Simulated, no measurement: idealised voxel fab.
process module | voxel ribs on slabs
cross-section cut | 190 nm wide | cells 5 nm
A cross-section is a grid of square cells, given in bands from the top down. A band is one or more rows of cells.
Each band's line starts with the height of the band's top and of its bottom, in nm. Then come its materials from left to right, each with its width in nm. One material with "throughout" fills the band from edge to edge. "air" is empty space.
Height 0 is the level under which the wafer as received is all one material. The lowest band goes on downwards, as in "0 down".
A width such as "30 to 40" changes by the same amount from each row of cells to the next, from the band's top row to its bottom row.
"no change" after a step means that no cell of the cross-section changed.
closed voids: empty space of 8 cells or more with no open way to the top, each as width x height at its distance from the left edge, in nm
after a step's settings: what the simulator itself notes on the step
overlay nm, on a step with a mask: how far to the right of its planned place the mask lay; to the left if negative
plan
1 op RECEIVE | material Si
2 op DIRECTIONAL_DEP | material SiO2 | thk nm 30
3 op DIRECTIONAL_DEP | material polySi | thk nm 20
4 op PATTERN | tone cover | mask id RIB | material resist | width nm 20 | thk nm 20 | overlay nm 0
5 op DIRECTIONAL_ETCH | etch materials polySi | depth nm 15
6 op STRIP | etch materials resist
7 op PATTERN | tone cover | mask id SLAB | material resist | width nm 80 | thk nm 15 | overlay nm 0
8 op DIRECTIONAL_ETCH | etch materials polySi | depth nm 5
9 op STRIP | etch materials resist
10 op FILL_DEP | material SiO2 | thk nm 20
11 op CMP | height nm 60
12 op DIRECTIONAL_DEP | material W | thk nm 5
13 op MASKED_ETCH | tone cover | mask id HEATER | width nm 40 | etch materials W | depth nm 5 | overlay nm 0
14 op CONFORMAL_DEP | material SiO2 | thk nm 5
varied across the wafers: width nm of step 4. The plan shows the first wafer's value. All wafers start alike
first wafer as received, after step 1
  0 down: Si throughout
  closed voids: none
each wafer at the end: cells of each material gained (+) or lost (-) since it was received, then its closed voids
width nm 20 | +468 SiO2 | +8 W | +28 polySi | closed voids: none
width nm 25 | +465 SiO2 | +8 W | +31 polySi | closed voids: none
width nm 30 | +462 SiO2 | +8 W | +34 polySi | closed voids: none
width nm 35 | +459 SiO2 | +8 W | +37 polySi | closed voids: none
width nm 40 | +456 SiO2 | +8 W | +40 polySi | closed voids: none
width nm 45 | +453 SiO2 | +8 W | +43 polySi | closed voids: none
